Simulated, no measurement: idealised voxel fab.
The following is a process module called voxel capacitor over wiring.
250 nm wide, 5 nm square cells: that's cross-section cut.
Each cross-section below is a grid of square cells, stated as bands in top-down order, with one or more rows of cells making up each band. It is stipulated that each band's entry specify, in nanometres, the height of the top of the band and then that of its bottom, followed by the materials of the band in left-to-right sequence, each together with its width in nanometres. A single material marked by the word "everywhere" is understood to fill the band from edge to edge; the word "blank" is understood to denote empty space. Height is counted from the level 0, under which the received wafer is composed throughout of one material. The lowest of the bands is not closed at the bottom but continues downward, in the notation "z 0 and below". With a width like "30 to 40", each row of cells in the band differs from the next by the same amount, the top row carrying the first number and the bottom row the second. It should be understood that the words "remains unaltered", when stated for a given step, signify that the cross-section underwent no change in any of its cells during that step. Empty spaces without an open route to the top, at least 8 cells in extent, make up the entry "Fully sealed voids"; each is given as width x height at distance, where the distance is measured from the left edge, and all are in nm. Read whatever lies past the settings on a step's line as the simulator's own remark about the step. overlay nm: for a step with a mask, the amount by which the mask lay right of where it was planned; a negative amount means left of it.

-- plan
- 1: RECEIVE (material Si)
- 2: CONFORMAL_DEP (material SiO2; thk nm 10)
- 3: DIRECTIONAL_DEP (material TiN; thk nm 5)
- 4: DIRECTIONAL_DEP (material Ru; thk nm 25)
- 5: PATTERN (tone cover; mask id METAL_1; material resist; width nm 30; pitch nm 80; thk nm 20; overlay nm 0)
- 6: DIRECTIONAL_ETCH (etch materials Ru; depth nm 25)
- 7: DIRECTIONAL_ETCH (etch materials TiN; depth nm 5)
- 8: STRIP (etch materials resist)
- 9: CONFORMAL_DEP (material SiN; thk nm 5)
- 10: FILL_DEP (material SiO2; thk nm 10)
- 11: CMP (height nm 40)
- 12: CONFORMAL_DEP (material SiCN; thk nm 5)
- 13: DIRECTIONAL_DEP (material SiO2; thk nm 15)
- 14: PATTERN (tone open; mask id PLUG_1; material resist; width nm 15; thk nm 20; overlay nm 0)
- 15: DIRECTIONAL_ETCH (etch materials SiO2; depth nm 15)
- 16: DIRECTIONAL_ETCH (etch materials SiCN; depth nm 5)
- 17: STRIP (etch materials resist)
- 18: CONFORMAL_DEP (material TiN; thk nm 5)
- 19: FILL_DEP (material Cu; thk nm 5)
- 20: CMP (height nm 60)
- 21: DIRECTIONAL_DEP (material TiN; thk nm 5)
- 22: DIRECTIONAL_DEP (material SiN; thk nm 5)
- 23: DIRECTIONAL_DEP (material TiN; thk nm 10)
- 24: PATTERN (tone cover; mask id UPPER_PLATE; material resist; width nm 55; thk nm 20; overlay nm 0)
- 25: DIRECTIONAL_ETCH (etch materials TiN; depth nm 10)
- 26: DIRECTIONAL_ETCH (etch materials SiN; depth nm 5)
- 27: STRIP (etch materials resist)
- 28: PATTERN (tone cover; mask id LOWER_PLATE; material resist; width nm 65; thk nm 15; overlay nm 0)
- 29: DIRECTIONAL_ETCH (etch materials TiN; depth nm 5)
- 30: STRIP (etch materials resist)
- 31: FILL_DEP (material SiO2; thk nm 20)
- 32: CMP (height nm 95)
- 33: DIRECTIONAL_DEP (material aC; thk nm 15)
- 34: PATTERN (tone open; mask id PLUG_2; material resist; width nm 15; thk nm 35; overlay nm 0)
- 35: DIRECTIONAL_ETCH (etch materials aC; depth nm 15)
- 36: STRIP (etch materials resist)
- 37: DIRECTIONAL_ETCH (etch materials SiO2; depth nm 15)
- 38: STRIP (etch materials aC)
- 39: CONFORMAL_DEP (material TiN; thk nm 5)
- 40: FILL_DEP (material W; thk nm 10)
- 41: CMP (height nm 95)
- 42: CONFORMAL_DEP (material SiN; thk nm 5)

-- As-received state of the wafer in cross-section, equivalent to post-step 1
    z 0 and below  Si everywhere
    Fully sealed voids: none

-- Cross-section, end of module. Start: as above. Plan: as above. Execution: one mistake
    z 110 to 105  SiN everywhere
    z 105 to 100  W everywhere
    z 100 to 95  TiN 100 nm, then W 5 nm, then TiN 145 nm
    z 95 to 85  SiO2 95 nm, then TiN 5 nm, then W 5 nm, then TiN 5 nm, then SiO2 140 nm
    z 85 to 80  SiO2 95 nm, then TiN 15 nm, then SiO2 140 nm
    z 80 to 70  SiO2 85 nm, then TiN 55 nm, then SiO2 110 nm
    z 70 to 65  SiO2 85 nm, then SiN 55 nm, then SiO2 110 nm
    z 65 to 60  SiO2 80 nm, then TiN 65 nm, then SiO2 105 nm
    z 60 to 45  SiO2 85 nm, then TiN 5 nm, then Cu 5 nm, then TiN 5 nm, then SiO2 150 nm
    z 45 to 40  SiCN 85 nm, then TiN 15 nm, then SiCN 150 nm
    z 40 to 15  SiO2 65 nm, then SiN 5 nm, then Ru 30 nm, then SiN 5 nm, then SiO2 40 nm, then SiN 5 nm, then Ru 30 nm, then SiN 5 nm, then SiO2 65 nm
    z 15 to 10  SiN 70 nm, then TiN 30 nm, then SiN 50 nm, then TiN 30 nm, then SiN 70 nm
    z 10 to 0  SiO2 everywhere
    z 0 and below  Si everywhere
    Fully sealed voids: none
In executing the process, a mistake was made relative to the plan: step 41 did not use the planned setting and instead ran as CMP (height nm 105)
